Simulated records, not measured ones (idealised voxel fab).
The process module presented herein is designated voxel quadruple lines.
Cross-section cut: width 140 nm, square cells of 5 nm.
A cross-section in this document is a grid of square cells, and it is written down as bands, the top band listed before the ones below it; a band is made up of one or more rows of cells.
Each band's line starts with the height of the band's top and of its bottom, in nm. Then come its materials from left to right, each with its width in nm. One material with "edge to edge" fills the band from edge to edge. "air" is empty space.
A quick word on heights: they are counted from 0, and under that level the wafer as it came to us is one material throughout. The lowest band is different from the rest in having no bottom; it simply continues downward, written as in "top 0, no bottom".
Read "30..40" as a graded width: first number on top, second number at the bottom, same change between each pair of neighbouring rows.
You'll sometimes find "same as before" written for a step, and that's the way of saying that nowhere in the cross-section did a cell change during that step.
"Closed voids list": empty spaces of 8 cells or more with no open way to the top, each given as width x height at distance, distance from the left edge, all in nm.
Where a step's line continues beyond its settings, the continuation is a remark by the simulator itself on that step.
On any step carrying a mask, the "overlay nm" setting, if present on the step's line, tells how far right of its planned place the mask lay; negative values point to the left.
### Intended process steps
| 1 | RECEIVE: material Si |
| 2 | CONFORMAL_DEP: material SiO2, thk nm 5 |
| 3 | DIRECTIONAL_DEP: material TiN, thk nm 10 |
| 4 | DIRECTIONAL_DEP: material polySi, thk nm 15 |
| 5 | DIRECTIONAL_DEP: material aC, thk nm 20 |
| 6 | PATTERN: tone cover, mask id MANDREL, material resist, width nm 35, thk nm 25, overlay nm 0 |
| 7 | DIRECTIONAL_ETCH: etch materials aC, depth nm 20 |
| 8 | STRIP: etch materials resist |
| 9 | CONFORMAL_DEP: material SiO2, thk nm 15 |
| 10 | DIRECTIONAL_ETCH: etch materials SiO2, depth nm 15 |
| 11 | STRIP: etch materials aC |
| 12 | DIRECTIONAL_ETCH: etch materials polySi, depth nm 15 |
| 13 | STRIP: etch materials SiO2 |
| 14 | CONFORMAL_DEP: material SiCN, thk nm 10 |
| 15 | DIRECTIONAL_ETCH: etch materials SiCN, depth nm 10 |
| 16 | STRIP: etch materials polySi |
| 17 | DIRECTIONAL_ETCH: etch materials TiN, depth nm 10 |
| 18 | STRIP: etch materials SiCN |
| 19 | FILL_DEP: material SiO2, thk nm 10 |
| 20 | CMP: height nm 15 |
### First wafer out of two, processed as planned
### Cross-section of the incoming wafer, state after step 1
- top 0, no bottom: Si edge to edge
- Closed voids list: none
### Cross-section of the wafer subsequent to step 2
- top 5, bottom 0: SiO2 edge to edge
- Below 0, no change.
### Cross-section of the wafer subsequent to step 3
- top 15, bottom 5: TiN edge to edge
- Below 5, no change.
### Cross-section of the wafer subsequent to step 4
- top 30, bottom 15: polySi edge to edge
- Below 15, no change.
### Cross-section of the wafer subsequent to step 5
- top 50, bottom 30: aC edge to edge
- Below 30, no change.
### Cross-section of the wafer subsequent to step 6
- top 75, bottom 50: air=50, resist=35, air=55
- Below 50, no change.
### Cross-section of the wafer subsequent to step 7
- top 55, bottom 50: air=50, resist=35, air=55
- top 50, bottom 30: air=50, aC=35, air=55
- Below 30, no change.
### Cross-section of the wafer subsequent to step 8
- top 50, bottom 30: air=50, aC=35, air=55
- Below 30, no change.
### Cross-section of the wafer subsequent to step 9
- top 65, bottom 50: air=35, SiO2=65, air=40
- top 50, bottom 45: air=35, SiO2=15, aC=35, SiO2=15, air=40
- top 45, bottom 30: SiO2=50, aC=35, SiO2=55
- Below 30, no change.
### Cross-section of the wafer subsequent to step 10
- top 50, bottom 30: air=35, SiO2=15, aC=35, SiO2=15, air=40
- Below 30, no change.
### Cross-section of the wafer subsequent to step 11
- top 50, bottom 30: air=35, SiO2=15, air=35, SiO2=15, air=40
- Below 30, no change.
### Cross-section of the wafer subsequent to step 12
- top 50, bottom 30: air=35, SiO2=15, air=35, SiO2=15, air=40
- top 30, bottom 15: air=35, polySi=15, air=35, polySi=15, air=40
- Below 15, no change.
### Cross-section of the wafer subsequent to step 13
- top 30, bottom 15: air=35, polySi=15, air=35, polySi=15, air=40
- Below 15, no change.
### Cross-section of the wafer subsequent to step 14
- top 40, bottom 30: air=25, SiCN=35, air=15, SiCN=35, air=30
- top 30, bottom 25: air=25, SiCN=10, polySi=15, SiCN=10, air=15, SiCN=10, polySi=15, SiCN=10, air=30
- top 25, bottom 15: SiCN=35, polySi=15, SiCN=35, polySi=15, SiCN=40
- Below 15, no change.
### Cross-section of the wafer subsequent to step 15
- top 30, bottom 15: air=25, SiCN=10, polySi=15, SiCN=10, air=15, SiCN=10, polySi=15, SiCN=10, air=30
- Below 15, no change.
### Cross-section of the wafer subsequent to step 16
- top 30, bottom 15: air=25, SiCN=10, air=15, SiCN=10, air=15, SiCN=10, air=15, SiCN=10, air=30
- Below 15, no change.
### Cross-section of the wafer subsequent to step 17
- top 30, bottom 15: air=25, SiCN=10, air=15, SiCN=10, air=15, SiCN=10, air=15, SiCN=10, air=30
- top 15, bottom 5: air=25, TiN=10, air=15, TiN=10, air=15, TiN=10, air=15, TiN=10, air=30
- Below 5, no change.
### Cross-section of the wafer subsequent to step 18
- top 15, bottom 5: air=25, TiN=10, air=15, TiN=10, air=15, TiN=10, air=15, TiN=10, air=30
- Below 5, no change.
### Cross-section of the wafer subsequent to step 19
- top 25, bottom 15: SiO2 edge to edge
- top 15, bottom 5: SiO2=25, TiN=10, SiO2=15, TiN=10, SiO2=15, TiN=10, SiO2=15, TiN=10, SiO2=30
- Below 5, no change.
### Cross-section of the wafer subsequent to step 20
- top 15, bottom 5: SiO2=25, TiN=10, SiO2=15, TiN=10, SiO2=15, TiN=10, SiO2=15, TiN=10, SiO2=30
- Below 5, no change.
### The remaining wafer, second of the two, started like the first and was run to the same plan, except that one mistake was made along the way; the two coincide through step 2, inclusive
### Cross-section: second wafer, time at which step 3 was scheduled to end
- top 20, bottom 5: polySi edge to edge
- Below 5, no change.
### Cross-section: second wafer, time at which step 4 was scheduled to end
- top 30, bottom 20: TiN edge to edge
- Below 20, no change.
### Cross-section: second wafer, time at which step 5 was scheduled to end
- top 50, bottom 30: aC edge to edge
- Below 30, no change.
### Cross-section: second wafer, time at which step 6 was scheduled to end
- top 75, bottom 50: air=50, resist=35, air=55
- Below 50, no change.
### Cross-section: second wafer, time at which step 7 was scheduled to end
- top 55, bottom 50: air=50, resist=35, air=55
- top 50, bottom 30: air=50, aC=35, air=55
- Below 30, no change.
### Cross-section: second wafer, time at which step 8 was scheduled to end
- top 50, bottom 30: air=50, aC=35, air=55
- Below 30, no change.
### Cross-section: second wafer, time at which step 9 was scheduled to end
- top 65, bottom 50: air=35, SiO2=65, air=40
- top 50, bottom 45: air=35, SiO2=15, aC=35, SiO2=15, air=40
- top 45, bottom 30: SiO2=50, aC=35, SiO2=55
- Below 30, no change.
### Cross-section: second wafer, time at which step 10 was scheduled to end
- top 50, bottom 30: air=35, SiO2=15, aC=35, SiO2=15, air=40
- Below 30, no change.
### Cross-section: second wafer, time at which step 11 was scheduled to end
- top 50, bottom 30: air=35, SiO2=15, air=35, SiO2=15, air=40
- Below 30, no change.
Cross-section: second wafer, time at which step 12 was scheduled to end: same as before
### Cross-section: second wafer, time at which step 13 was scheduled to end
- top 30, bottom 20: TiN edge to edge
- Below 20, no change.
### Cross-section: second wafer, time at which step 14 was scheduled to end
- top 40, bottom 30: SiCN edge to edge
- Below 30, no change.
### Cross-section: second wafer, time at which step 15 was scheduled to end
- top 30, bottom 20: TiN edge to edge
- Below 20, no change.
Cross-section: second wafer, time at which step 16 was scheduled to end: same as before
### Cross-section: second wafer, time at which step 17 was scheduled to end
- top 20, bottom 5: polySi edge to edge
- Below 5, no change.
Cross-section: second wafer, time at which step 18 was scheduled to end: same as before
### Cross-section: second wafer, time at which step 19 was scheduled to end
- top 30, bottom 20: SiO2 edge to edge
- Below 20, no change.
### Cross-section: second wafer, time at which step 20 was scheduled to end
- top 15, bottom 5: polySi edge to edge
- Below 5, no change.
What was the processing mistake? order of steps 3 and 4 inverted relative to the plan
End of process, cell counts, second wafer against first, materials with more or fewer: SiO2: 40 fewer | TiN: 16 fewer | polySi: 56 more
